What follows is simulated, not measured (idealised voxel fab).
The name of this process module is voxel released beams.
cross-section cut | 255 nm wide | cells 5 nm
A cross-section in this document is a grid of square cells, and it is written down as bands, the top band listed before the ones below it; a band is made up of one or more rows of cells.
What a band's entry tells you: where the top is and where the bottom is, as heights in nm, and after that what lies inside, material by material from left to right, each with its width in nm. Empty space is written as the word "blank", and a single material marked with the word "full width" occupies the band from edge to edge.
Zero point of the height axis is 0; under it, received wafer = one material. Lowest band: continues down indefinitely, "z 0 and below".
A two-number width, for instance "30 to 40", indicates that the width is equal to the first number in the top row of the band and to the second number in the bottom row, and that it changes by a constant amount per row of cells.
The cross-section has no changed cell in any step marked "identical to before".
The label "Enclosed void catalog" introduces a list of the empty spaces, 8 cells or larger, that have no open way up to the top; each entry in it reads width x height at distance, where the distance is taken from the left edge and all three are stated in nm.
On a step's line, text after the settings is the simulator commenting on that step.
overlay nm, on a step with a mask: how far to the right of its planned place the mask lay; to the left if negative

# Set out below are the planned steps of the process
1: RECEIVE (material Si)
2: CONFORMAL_DEP (material Al2O3; thk nm 5)
3: DIRECTIONAL_DEP (material SiO2; thk nm 15)
4: MASKED_ETCH (tone open; mask id ANCHOR; width nm 35; etch materials SiO2; depth nm 15; overlay nm 0)
5: CONFORMAL_DEP (material W; thk nm 10)
6: DIRECTIONAL_DEP (material aC; thk nm 10)
7: PATTERN (tone cover; mask id BEAM; material resist; width nm 95; thk nm 30; overlay nm 0)
8: DIRECTIONAL_ETCH (etch materials aC; depth nm 10)
9: STRIP (etch materials resist)
10: DIRECTIONAL_ETCH (etch materials W; depth nm 10)
11: STRIP (etch materials aC)
12: STRIP (etch materials SiO2)

# Cross-section of the wafer upon arrival, representing the state reached after step 1
- z 0 and below  Si full width
- Enclosed void catalog: none

# Result of the module, cross-sectioned: start per above, plan per above, one error in how it was run
- z 30 to 20  75 blank; 50 W; 130 blank
- z 20 to 15  70 blank; 10 W; 35 SiO2; 10 W; 130 blank
- z 15 to 5  70 blank; 10 W; 35 SiO2; 55 W; 85 blank
- z 5 to 0  Al2O3 full width
- z 0 and below  Si full width
- Enclosed void catalog: none
Error vs. plan: planned and actual differ for step 4; actual: MASKED_ETCH (tone cover; mask id ANCHOR; width nm 35; etch materials SiO2; depth nm 15; overlay nm 0)
